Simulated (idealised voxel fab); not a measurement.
process module | voxel capacitor over wiring
cross-section cut | 165 nm wide | cells 5 nm
A cross-section is a grid of square cells, given in bands from the top down. A band is one or more rows of cells.
Each band's line starts with the height of the band's top and of its bottom, in nm. Then come its materials from left to right, each with its width in nm. One material with "throughout" fills the band from edge to edge. "air" is empty space.
Height 0 is the level under which the wafer as received is all one material. The lowest band goes on downwards, as in "0 down".
A width such as "30 to 40" changes by the same amount from each row of cells to the next, from the band's top row to its bottom row.
"no change" after a step means that no cell of the cross-section changed.
closed voids: empty space of 8 cells or more with no open way to the top, each as width x height at its distance from the left edge, in nm
after a step's settings: what the simulator itself notes on the step
overlay nm, on a step with a mask: how far to the right of its planned place the mask lay; to the left if negative
plan
1 op RECEIVE | material Si
2 op CONFORMAL_DEP | material SiO2 | thk nm 15
3 op DIRECTIONAL_DEP | material TiN | thk nm 5
4 op DIRECTIONAL_DEP | material W | thk nm 15
5 op DIRECTIONAL_DEP | material aC | thk nm 10
6 op PATTERN | tone cover | mask id METAL_1 | material resist | width nm 30 | pitch nm 80 | thk nm 25 | overlay nm 0
7 op DIRECTIONAL_ETCH | etch materials aC | depth nm 10
8 op STRIP | etch materials resist
9 op DIRECTIONAL_ETCH | etch materials W | depth nm 15
10 op DIRECTIONAL_ETCH | etch materials TiN | depth nm 5
11 op STRIP | etch materials aC
12 op CONFORMAL_DEP | material SiCN | thk nm 5
13 op FILL_DEP | material lowk | thk nm 5
14 op CMP | height nm 35
15 op CONFORMAL_DEP | material SiCN | thk nm 5
16 op DIRECTIONAL_DEP | material SiO2 | thk nm 15
17 op MASKED_ETCH | tone open | mask id PLUG_1 | width nm 15 | etch materials SiO2 | depth nm 15 | overlay nm 0
18 op MASKED_ETCH | tone open | mask id PLUG_1 | width nm 15 | etch materials SiCN | depth nm 5 | overlay nm 0
19 op EPI | material Ru | thk nm 10
20 op EPI | material Ru | thk nm 10
21 op DIRECTIONAL_DEP | material TiN | thk nm 10
22 op DIRECTIONAL_DEP | material SiN | thk nm 5
23 op DIRECTIONAL_DEP | material TiN | thk nm 5
24 op PATTERN | tone cover | mask id UPPER_PLATE | material resist | width nm 55 | thk nm 15 | overlay nm 0
25 op DIRECTIONAL_ETCH | etch materials TiN | depth nm 5
26 op DIRECTIONAL_ETCH | etch materials SiN | depth nm 5
27 op STRIP | etch materials resist
28 op MASKED_ETCH | tone cover | mask id LOWER_PLATE | width nm 65 | etch materials TiN | depth nm 10 | overlay nm 0
29 op FILL_DEP | material SiO2 | thk nm 15
30 op CMP | height nm 85
31 op MASKED_ETCH | tone open | mask id PLUG_2 | width nm 15 | etch materials SiO2 | depth nm 10 | overlay nm 0
32 op CONFORMAL_DEP | material TiN | thk nm 5
33 op FILL_DEP | material Cu | thk nm 5
34 op CMP | height nm 85
35 op CONFORMAL_DEP | material SiN | thk nm 5
as received, after step 1
  0 down: Si throughout
  closed voids: none
a wafer at the end: this start, this plan, one mistake
  90 to 85: SiN throughout
  85 to 80: SiO2 50 | TiN 5 | Cu 5 | TiN 5 | SiO2 100
  80 to 75: SiO2 50 | TiN 15 | SiO2 100
  75 to 70: SiO2 throughout
  70 to 65: SiO2 40 | TiN 55 | SiO2 70
  65 to 60: SiO2 40 | SiN 55 | SiO2 70
  60 to 55: SiO2 35 | TiN 65 | SiO2 65
  55 to 40: SiO2 40 | Ru 15 | SiO2 110
  40 to 35: SiCN 40 | Ru 15 | SiCN 110
  35 to 20: lowk 20 | SiCN 5 | W 30 | SiCN 5 | lowk 40 | SiCN 5 | W 30 | SiCN 5 | lowk 25
  20 to 15: SiCN 25 | TiN 30 | SiCN 50 | TiN 30 | SiCN 30
  15 to 0: SiO2 throughout
  0 down: Si throughout
  closed voids: none
what went wrong: step 21 ran as: op DIRECTIONAL_DEP | material TiN | thk nm 5
